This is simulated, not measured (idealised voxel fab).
process module | voxel self aligned contacts
cross-section cut | 210 nm wide | cells 5 nm
A cross-section is a grid of square cells, given in bands from the top down. A band is one or more rows of cells.
Each band's line starts with the height of the band's top and of its bottom, in nm. Then come its materials from left to right, each with its width in nm. One material with "throughout" fills the band from edge to edge. "air" is empty space.
Height 0 is the level under which the wafer as received is all one material. The lowest band goes on downwards, as in "0 down".
A width such as "30 to 40" changes by the same amount from each row of cells to the next, from the band's top row to its bottom row.
"no change" after a step means that no cell of the cross-section changed.
closed voids: empty space of 8 cells or more with no open way to the top, each as width x height at its distance from the left edge, in nm
after a step's settings: what the simulator itself notes on the step
overlay nm, on a step with a mask: how far to the right of its planned place the mask lay; to the left if negative
plan
1 op RECEIVE | material Si
2 op CONFORMAL_DEP | material SiO2 | thk nm 5
3 op DIRECTIONAL_DEP | material polySi | thk nm 20
4 op DIRECTIONAL_DEP | material SiN | thk nm 15
5 op DIRECTIONAL_DEP | material aC | thk nm 10
6 op PATTERN | tone cover | mask id GATE | material resist | width nm 25 | pitch nm 60 | thk nm 25 | overlay nm 0
7 op DIRECTIONAL_ETCH | etch materials aC | depth nm 10
8 op STRIP | etch materials resist
9 op DIRECTIONAL_ETCH | etch materials SiN | depth nm 15
10 op DIRECTIONAL_ETCH | etch materials polySi | depth nm 20
11 op STRIP | etch materials aC
12 op CONFORMAL_DEP | material SiN | thk nm 5
13 op DIRECTIONAL_ETCH | etch materials SiN | depth nm 5
14 op FILL_DEP | material SiO2 | thk nm 10
15 op CMP | height nm 45
16 op PATTERN | tone open | mask id CONTACT | material resist | width nm 35 | thk nm 15 | overlay nm 0
17 op DIRECTIONAL_ETCH | etch materials SiO2 | depth nm 45
18 op STRIP | etch materials resist
19 op CONFORMAL_DEP | material TiN | thk nm 5
20 op FILL_DEP | material W | thk nm 10
21 op CMP | height nm 45
22 op CONFORMAL_DEP | material SiCN | thk nm 5
varied across the wafers: width nm of step 6. The plan shows the first wafer's value. All wafers start alike
first wafer as received, after step 1
  0 down: Si throughout
  closed voids: none
first wafer at the end, after step 22
  50 to 45: SiCN throughout
  45 to 40: SiO2 85 | TiN 10 | W 15 | TiN 10 | SiO2 90
  40 to 25: SiO2 55 | SiN 35 | TiN 5 | W 15 | TiN 5 | SiN 35 | SiO2 60
  25 to 5: SiO2 55 | SiN 5 | polySi 25 | SiN 5 | TiN 5 | W 15 | TiN 5 | SiN 5 | polySi 25 | SiN 5 | SiO2 60
  5 to 0: SiO2 90 | TiN 25 | SiO2 95
  0 down: Si throughout
  closed voids: none
last wafer at the end
  50 to 45: SiCN throughout
  45 to 40: SiO2 85 | TiN 35 | SiO2 90
  40 to 25: SiO2 45 | SiN 55 | TiN 5 | SiN 55 | SiO2 50
  25 to 5: SiO2 45 | SiN 5 | polySi 45 | SiN 5 | TiN 5 | SiN 5 | polySi 45 | SiN 5 | SiO2 50
  5 to 0: SiO2 100 | TiN 5 | SiO2 105
  0 down: Si throughout
  closed voids: none
each wafer at the end: cells of each material gained (+) or lost (-) since it was received, then its closed voids
width nm 25 | +42 SiCN | +58 SiN | +233 SiO2 | +23 TiN | +24 W | +40 polySi | closed voids: none
width nm 30 | +42 SiCN | +64 SiN | +227 SiO2 | +23 TiN | +16 W | +48 polySi | closed voids: none
width nm 35 | +42 SiCN | +70 SiN | +221 SiO2 | +23 TiN | +8 W | +56 polySi | closed voids: none
width nm 40 | +42 SiCN | +76 SiN | +215 SiO2 | +23 TiN | +64 polySi | closed voids: none
width nm 45 | +42 SiCN | +82 SiN | +209 SiO2 | +15 TiN | +72 polySi | closed voids: none
